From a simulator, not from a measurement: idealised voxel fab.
Herein follows the process module entitled voxel plated lines.
For reference, the cross-section in this document is cut, with width 260 nm and square cells of 5 nm.
Reading order for cross-sections: top band down to bottom band. Underlying form: a grid of square cells. Band size: one or more rows of cells. The band entry comprises the height of the band's top followed by the height of its bottom, expressed in nm, and subsequently the band's materials from left to right, each stated together with its width in nm. Where a single material is marked with the word "full width", that material fills the band from edge to edge. The word "empty" represents empty space. We count height from 0. Below that, the starting wafer is all one material. The lowest band never ends at the bottom but goes on down; see "from 0 down" for how that is written. So if you see something like "30->40" for the width, read it as the top row of the band sitting at the first number and the bottom row at the second, with every row in between moving by the same amount as the last. Basically "no modification" means that step didn't change any cell in the cross-section. In the "Catalogued sealed voids" entry, you get each enclosed empty space of 8 cells or more, one with no open way to the top, written width x height at distance, distance from the left edge, in nm. Post-settings text on a step line: simulator's own remark regarding the step. A step's line can hold "overlay nm"; with a mask on that step, the setting says how far right of the planned place the mask lay, while a negative setting says it lay to the left.
**Process steps - plan**
| 1 | RECEIVE | material Si |
| 2 | CONFORMAL_DEP | material SiO2 | thk nm 15 |
| 3 | DIRECTIONAL_DEP | material TiN | thk nm 5 |
| 4 | PATTERN | tone open | mask id LINES | material resist | width nm 20 | pitch nm 35 | thk nm 40 | overlay nm 0 |
| 5 | EPI | material Ru | thk nm 10 |
| 6 | EPI | material Ru | thk nm 5 |
| 7 | EPI | material Ru | thk nm 10 |
| 8 | STRIP | etch materials resist |
| 9 | DIRECTIONAL_ETCH | etch materials TiN | depth nm 5 |
| 10 | CONFORMAL_DEP | material SiN | thk nm 10 |
**Cross-section of the wafer upon arrival, representing the state reached after step 1**
- from 0 down: Si full width
- Catalogued sealed voids: none
**The cross-section shown corresponds to the wafer at the conclusion of the module. The initial structure and the process plan are those presented above; however, one mistake occurred in executing the plan**
- from 55 to 45: empty: 55, SiN: 145, empty: 60
- from 45 to 25: empty: 55, SiN: 10, Ru: 20, SiN: 15, Ru: 20, SiN: 15, Ru: 20, SiN: 15, Ru: 20, SiN: 10, empty: 60
- from 25 to 20: SiN: 65, Ru: 20, SiN: 15, Ru: 20, SiN: 15, Ru: 20, SiN: 15, Ru: 20, SiN: 70
- from 20 to 15: SiN: 65, TiN: 20, SiN: 15, TiN: 20, SiN: 15, TiN: 20, SiN: 15, TiN: 20, SiN: 70
- from 15 to 0: SiN full width
- from 0 down: Si full width
- Catalogued sealed voids: none
What was the processing mistake? step 2 off recipe, ran as CONFORMAL_DEP | material SiN | thk nm 15
